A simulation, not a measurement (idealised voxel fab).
process module | voxel self aligned contacts
cross-section cut | 235 nm wide | cells 5 nm
A cross-section is a grid of square cells, given in bands from the top down. A band is one or more rows of cells.
Each band's line starts with the height of the band's top and of its bottom, in nm. Then come its materials from left to right, each with its width in nm. One material with "throughout" fills the band from edge to edge. "air" is empty space.
Height 0 is the level under which the wafer as received is all one material. The lowest band goes on downwards, as in "0 down".
A width such as "30 to 40" changes by the same amount from each row of cells to the next, from the band's top row to its bottom row.
"no change" after a step means that no cell of the cross-section changed.
closed voids: empty space of 8 cells or more with no open way to the top, each as width x height at its distance from the left edge, in nm
after a step's settings: what the simulator itself notes on the step
overlay nm, on a step with a mask: how far to the right of its planned place the mask lay; to the left if negative
plan
1 op RECEIVE | material Si
2 op OXIDIZE | depth nm 5
3 op DIRECTIONAL_DEP | material polySi | thk nm 25
4 op DIRECTIONAL_DEP | material SiN | thk nm 15
5 op PATTERN | tone cover | mask id GATE | material resist | width nm 25 | pitch nm 60 | thk nm 15 | overlay nm -15
6 op DIRECTIONAL_ETCH | etch materials SiN | depth nm 15
7 op DIRECTIONAL_ETCH | etch materials polySi | depth nm 25
8 op STRIP | etch materials resist
9 op CONFORMAL_DEP | material SiN | thk nm 5
10 op DIRECTIONAL_ETCH | etch materials SiN | depth nm 5
11 op FILL_DEP | material SiO2 | thk nm 15
12 op CMP | height nm 50
13 op MASKED_ETCH | tone open | mask id CONTACT | width nm 45 | etch materials SiO2 | depth nm 55 | overlay nm 0
14 op CONFORMAL_DEP | material TiN | thk nm 5
15 op FILL_DEP | material Ru | thk nm 10
16 op CMP | height nm 50
17 op CONFORMAL_DEP | material SiN | thk nm 5
varied across the wafers: overlay nm of step 5. The plan shows the first wafer's value. All wafers start alike
first wafer as received, after step 1
  0 down: Si throughout
  closed voids: none
each wafer at the end: cells of each material gained (+) or lost (-) since it was received, then its closed voids
overlay nm -15 | +25 Ru | -47 Si | +109 SiN | +351 SiO2 | +29 TiN | +50 polySi | closed voids: none
overlay nm -10 | +34 Ru | -47 Si | +109 SiN | +342 SiO2 | +29 TiN | +50 polySi | closed voids: none
overlay nm -5 | +34 Ru | -47 Si | +109 SiN | +342 SiO2 | +29 TiN | +50 polySi | closed voids: none
overlay nm 0 | +34 Ru | -47 Si | +109 SiN | +342 SiO2 | +29 TiN | +50 polySi | closed voids: none
overlay nm 5 | +34 Ru | -47 Si | +109 SiN | +342 SiO2 | +29 TiN | +50 polySi | closed voids: none
overlay nm 10 | +34 Ru | -47 Si | +109 SiN | +342 SiO2 | +29 TiN | +50 polySi | closed voids: none
overlay nm 15 | +25 Ru | -47 Si | +109 SiN | +351 SiO2 | +29 TiN | +50 polySi | closed voids: none
